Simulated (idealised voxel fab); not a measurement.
Process module, titled voxel capacitor over wiring
We display cut, a cross-section 230 nm in width whose square cells are each 5 nm.
Cross-section spec: square-cell grid; bands listed top down; each band is one or more rows. First you get the band's top height and its bottom height, in nm, and then the materials it's made of, left to right, with each width in nm. If you see a single material with "edge to edge", that one covers the band edge to edge. "empty" is empty space. Where do heights start? At 0: under that level the wafer as delivered is made of one material only. And the lowest band has no floor; it just carries on downward, as in "z 0 and below". The notation "30..40" denotes a width that varies across the rows of cells in the band, beginning at the first number in the top row, finishing at the second number in the bottom row, and changing by an identical amount from each row to the next. The cross-section has no changed cell in any step marked "same as before". You'll see "Closed voids list" listing empty spaces that have no way open to the top, as long as they're 8 cells or more; the notation is width x height at distance, where the distance is from the left edge, and all of it is in nm. If you see something after the settings on a step's line, that's the simulator's own remark about that step. The setting "overlay nm" may be written on the line of a step. When the step uses a mask, the value reports how far to the right of the planned place the mask lay, and a negative value reports that it lay to the left.

Below is the list of planned process steps:
1. RECEIVE,material Si
2. CONFORMAL_DEP,material SiO2,thk nm 15
3. DIRECTIONAL_DEP,material TiN,thk nm 5
4. DIRECTIONAL_DEP,material Ru,thk nm 20
5. PATTERN,tone cover,mask id METAL_1,material resist,width nm 30,pitch nm 80,thk nm 20,overlay nm 0
6. DIRECTIONAL_ETCH,etch materials Ru,depth nm 20
7. DIRECTIONAL_ETCH,etch materials TiN,depth nm 5
8. STRIP,etch materials resist
9. CONFORMAL_DEP,material SiN,thk nm 5
10. FILL_DEP,material lowk,thk nm 10
11. CMP,height nm 40
12. CONFORMAL_DEP,material SiCN,thk nm 5
13. DIRECTIONAL_DEP,material lowk,thk nm 15
14. MASKED_ETCH,tone open,mask id PLUG_1,width nm 15,etch materials lowk,depth nm 15,overlay nm 0
15. MASKED_ETCH,tone open,mask id PLUG_1,width nm 15,etch materials SiCN,depth nm 5,overlay nm 0
16. CONFORMAL_DEP,material TiN,thk nm 5
17. FILL_DEP,material W,thk nm 5
18. CMP,height nm 60
19. DIRECTIONAL_DEP,material TiN,thk nm 5
20. DIRECTIONAL_DEP,material HfO2,thk nm 5
21. DIRECTIONAL_DEP,material TiN,thk nm 5
22. PATTERN,tone cover,mask id UPPER_PLATE,material resist,width nm 55,thk nm 20,overlay nm 0
23. DIRECTIONAL_ETCH,etch materials TiN,depth nm 5
24. DIRECTIONAL_ETCH,etch materials HfO2,depth nm 5
25. STRIP,etch materials resist
26. DIRECTIONAL_DEP,material aC,thk nm 15
27. PATTERN,tone cover,mask id LOWER_PLATE,material resist,width nm 65,thk nm 30,overlay nm 0
28. DIRECTIONAL_ETCH,etch materials aC,depth nm 15
29. STRIP,etch materials resist
30. DIRECTIONAL_ETCH,etch materials TiN,depth nm 5
31. STRIP,etch materials aC
32. FILL_DEP,material SiO2,thk nm 15
33. CMP,height nm 85
34. DIRECTIONAL_DEP,material aC,thk nm 10
35. PATTERN,tone open,mask id PLUG_2,material resist,width nm 15,thk nm 30,overlay nm 0
36. DIRECTIONAL_ETCH,etch materials aC,depth nm 10
37. STRIP,etch materials resist
38. DIRECTIONAL_ETCH,etch materials SiO2,depth nm 10
39. STRIP,etch materials aC
40. CONFORMAL_DEP,material TiN,thk nm 5
41. FILL_DEP,material W,thk nm 10
42. CMP,height nm 85
43. CONFORMAL_DEP,material SiCN,thk nm 5
For this document, wafers share an identical start and vary in the step 35 width nm; the plan quotes the first wafer's value.

Here's the first of the wafers in cross-section, just as we got it, i.e. after step 1:
* z 0 and below = Si edge to edge
* Closed voids list: none

Note: the following table is arranged by wafer, a row apiece. Each row reports the end-of-module state: per material, cells gained (+) or cells lost (-) compared with the wafer as received; closed voids follow:
width nm 15 | +11 HfO2 | +48 Ru | +89 SiCN | +50 SiN | +327 SiO2 | +50 TiN | +4 W | +249 lowk | Closed voids list: none
width nm 20 | +11 HfO2 | +48 Ru | +89 SiCN | +50 SiN | +325 SiO2 | +51 TiN | +5 W | +249 lowk | Closed voids list: none
width nm 25 | +11 HfO2 | +48 Ru | +89 SiCN | +50 SiN | +323 SiO2 | +52 TiN | +6 W | +249 lowk | Closed voids list: none
width nm 30 | +11 HfO2 | +48 Ru | +89 SiCN | +50 SiN | +321 SiO2 | +53 TiN | +7 W | +249 lowk | Closed voids list: none
